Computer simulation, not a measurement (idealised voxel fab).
process module | voxel trench capacitor
cross-section cut | 260 nm wide | cells 5 nm
A cross-section is a grid of square cells, given in bands from the top down. A band is one or more rows of cells.
Each band's line starts with the height of the band's top and of its bottom, in nm. Then come its materials from left to right, each with its width in nm. One material with "throughout" fills the band from edge to edge. "air" is empty space.
Height 0 is the level under which the wafer as received is all one material. The lowest band goes on downwards, as in "0 down".
A width such as "30 to 40" changes by the same amount from each row of cells to the next, from the band's top row to its bottom row.
"no change" after a step means that no cell of the cross-section changed.
closed voids: empty space of 8 cells or more with no open way to the top, each as width x height at its distance from the left edge, in nm
after a step's settings: what the simulator itself notes on the step
overlay nm, on a step with a mask: how far to the right of its planned place the mask lay; to the left if negative
plan
1 op RECEIVE | material Si
2 op CONFORMAL_DEP | material SiN | thk nm 5
3 op MASKED_ETCH | tone open | mask id TRENCH | width nm 30 | pitch nm 45 | etch materials SiN | depth nm 5 | overlay nm 0
4 op MASKED_ETCH | tone open | mask id TRENCH | width nm 30 | pitch nm 45 | etch materials Si | depth nm 40 | overlay nm 0
5 op CONFORMAL_DEP | material Al2O3 | thk nm 5
6 op CONFORMAL_DEP | material TiN | thk nm 5
7 op FILL_DEP | material W | thk nm 5
8 op CMP | height nm 5
first wafer, as planned
as received, after step 1
  0 down: Si throughout
  closed voids: none
after step 2
  5 to 0: SiN throughout
  below 0: unchanged
after step 3
  5 to 0: SiN 70 | air 30 | SiN 15 | air 30 | SiN 15 | air 30 | SiN 70
  below 0: unchanged
after step 4
  5 to 0: SiN 70 | air 30 | SiN 15 | air 30 | SiN 15 | air 30 | SiN 70
  0 to -40: Si 70 | air 30 | Si 15 | air 30 | Si 15 | air 30 | Si 70
  below -40: unchanged
after step 5
  10 to 5: Al2O3 75 | air 20 | Al2O3 25 | air 20 | Al2O3 25 | air 20 | Al2O3 75
  5 to 0: SiN 70 | Al2O3 5 | air 20 | Al2O3 5 | SiN 15 | Al2O3 5 | air 20 | Al2O3 5 | SiN 15 | Al2O3 5 | air 20 | Al2O3 5 | SiN 70
  0 to -35: Si 70 | Al2O3 5 | air 20 | Al2O3 5 | Si 15 | Al2O3 5 | air 20 | Al2O3 5 | Si 15 | Al2O3 5 | air 20 | Al2O3 5 | Si 70
  -35 to -40: Si 70 | Al2O3 30 | Si 15 | Al2O3 30 | Si 15 | Al2O3 30 | Si 70
  below -40: unchanged
after step 6
  15 to 10: TiN 80 | air 10 | TiN 35 | air 10 | TiN 35 | air 10 | TiN 80
  10 to 5: Al2O3 75 | TiN 5 | air 10 | TiN 5 | Al2O3 25 | TiN 5 | air 10 | TiN 5 | Al2O3 25 | TiN 5 | air 10 | TiN 5 | Al2O3 75
  5 to 0: SiN 70 | Al2O3 5 | TiN 5 | air 10 | TiN 5 | Al2O3 5 | SiN 15 | Al2O3 5 | TiN 5 | air 10 | TiN 5 | Al2O3 5 | SiN 15 | Al2O3 5 | TiN 5 | air 10 | TiN 5 | Al2O3 5 | SiN 70
  0 to -30: Si 70 | Al2O3 5 | TiN 5 | air 10 | TiN 5 | Al2O3 5 | Si 15 | Al2O3 5 | TiN 5 | air 10 | TiN 5 | Al2O3 5 | Si 15 | Al2O3 5 | TiN 5 | air 10 | TiN 5 | Al2O3 5 | Si 70
  -30 to -35: Si 70 | Al2O3 5 | TiN 20 | Al2O3 5 | Si 15 | Al2O3 5 | TiN 20 | Al2O3 5 | Si 15 | Al2O3 5 | TiN 20 | Al2O3 5 | Si 70
  below -35: unchanged
after step 7
  20 to 15: W throughout
  15 to 10: TiN 80 | W 10 | TiN 35 | W 10 | TiN 35 | W 10 | TiN 80
  10 to 5: Al2O3 75 | TiN 5 | W 10 | TiN 5 | Al2O3 25 | TiN 5 | W 10 | TiN 5 | Al2O3 25 | TiN 5 | W 10 | TiN 5 | Al2O3 75
  5 to 0: SiN 70 | Al2O3 5 | TiN 5 | W 10 | TiN 5 | Al2O3 5 | SiN 15 | Al2O3 5 | TiN 5 | W 10 | TiN 5 | Al2O3 5 | SiN 15 | Al2O3 5 | TiN 5 | W 10 | TiN 5 | Al2O3 5 | SiN 70
  0 to -30: Si 70 | Al2O3 5 | TiN 5 | W 10 | TiN 5 | Al2O3 5 | Si 15 | Al2O3 5 | TiN 5 | W 10 | TiN 5 | Al2O3 5 | Si 15 | Al2O3 5 | TiN 5 | W 10 | TiN 5 | Al2O3 5 | Si 70
  below -30: unchanged
after step 8
  5 to 0: SiN 70 | Al2O3 5 | TiN 5 | W 10 | TiN 5 | Al2O3 5 | SiN 15 | Al2O3 5 | TiN 5 | W 10 | TiN 5 | Al2O3 5 | SiN 15 | Al2O3 5 | TiN 5 | W 10 | TiN 5 | Al2O3 5 | SiN 70
  below 0: unchanged
second wafer: like start, like plan, one mistake. Through step 4 it matches the first wafer
when step 5 should have ended
  10 to 5: TiN 75 | air 20 | TiN 25 | air 20 | TiN 25 | air 20 | TiN 75
  5 to 0: SiN 70 | TiN 5 | air 20 | TiN 5 | SiN 15 | TiN 5 | air 20 | TiN 5 | SiN 15 | TiN 5 | air 20 | TiN 5 | SiN 70
  0 to -35: Si 70 | TiN 5 | air 20 | TiN 5 | Si 15 | TiN 5 | air 20 | TiN 5 | Si 15 | TiN 5 | air 20 | TiN 5 | Si 70
  -35 to -40: Si 70 | TiN 30 | Si 15 | TiN 30 | Si 15 | TiN 30 | Si 70
  below -40: unchanged
when step 6 should have ended
  15 to 10: Al2O3 80 | air 10 | Al2O3 35 | air 10 | Al2O3 35 | air 10 | Al2O3 80
  10 to 5: TiN 75 | Al2O3 5 | air 10 | Al2O3 5 | TiN 25 | Al2O3 5 | air 10 | Al2O3 5 | TiN 25 | Al2O3 5 | air 10 | Al2O3 5 | TiN 75
  5 to 0: SiN 70 | TiN 5 | Al2O3 5 | air 10 | Al2O3 5 | TiN 5 | SiN 15 | TiN 5 | Al2O3 5 | air 10 | Al2O3 5 | TiN 5 | SiN 15 | TiN 5 | Al2O3 5 | air 10 | Al2O3 5 | TiN 5 | SiN 70
  0 to -30: Si 70 | TiN 5 | Al2O3 5 | air 10 | Al2O3 5 | TiN 5 | Si 15 | TiN 5 | Al2O3 5 | air 10 | Al2O3 5 | TiN 5 | Si 15 | TiN 5 | Al2O3 5 | air 10 | Al2O3 5 | TiN 5 | Si 70
  -30 to -35: Si 70 | TiN 5 | Al2O3 20 | TiN 5 | Si 15 | TiN 5 | Al2O3 20 | TiN 5 | Si 15 | TiN 5 | Al2O3 20 | TiN 5 | Si 70
  below -35: unchanged
when step 7 should have ended
  20 to 15: W throughout
  15 to 10: Al2O3 80 | W 10 | Al2O3 35 | W 10 | Al2O3 35 | W 10 | Al2O3 80
  10 to 5: TiN 75 | Al2O3 5 | W 10 | Al2O3 5 | TiN 25 | Al2O3 5 | W 10 | Al2O3 5 | TiN 25 | Al2O3 5 | W 10 | Al2O3 5 | TiN 75
  5 to 0: SiN 70 | TiN 5 | Al2O3 5 | W 10 | Al2O3 5 | TiN 5 | SiN 15 | TiN 5 | Al2O3 5 | W 10 | Al2O3 5 | TiN 5 | SiN 15 | TiN 5 | Al2O3 5 | W 10 | Al2O3 5 | TiN 5 | SiN 70
  0 to -30: Si 70 | TiN 5 | Al2O3 5 | W 10 | Al2O3 5 | TiN 5 | Si 15 | TiN 5 | Al2O3 5 | W 10 | Al2O3 5 | TiN 5 | Si 15 | TiN 5 | Al2O3 5 | W 10 | Al2O3 5 | TiN 5 | Si 70
  below -30: unchanged
when step 8 should have ended
  5 to 0: SiN 70 | TiN 5 | Al2O3 5 | W 10 | Al2O3 5 | TiN 5 | SiN 15 | TiN 5 | Al2O3 5 | W 10 | Al2O3 5 | TiN 5 | SiN 15 | TiN 5 | Al2O3 5 | W 10 | Al2O3 5 | TiN 5 | SiN 70
  below 0: unchanged
what went wrong: steps 5 and 6 were swapped
at the end the second wafer has, in cells: 12 fewer of Al2O3 | 12 more of TiN
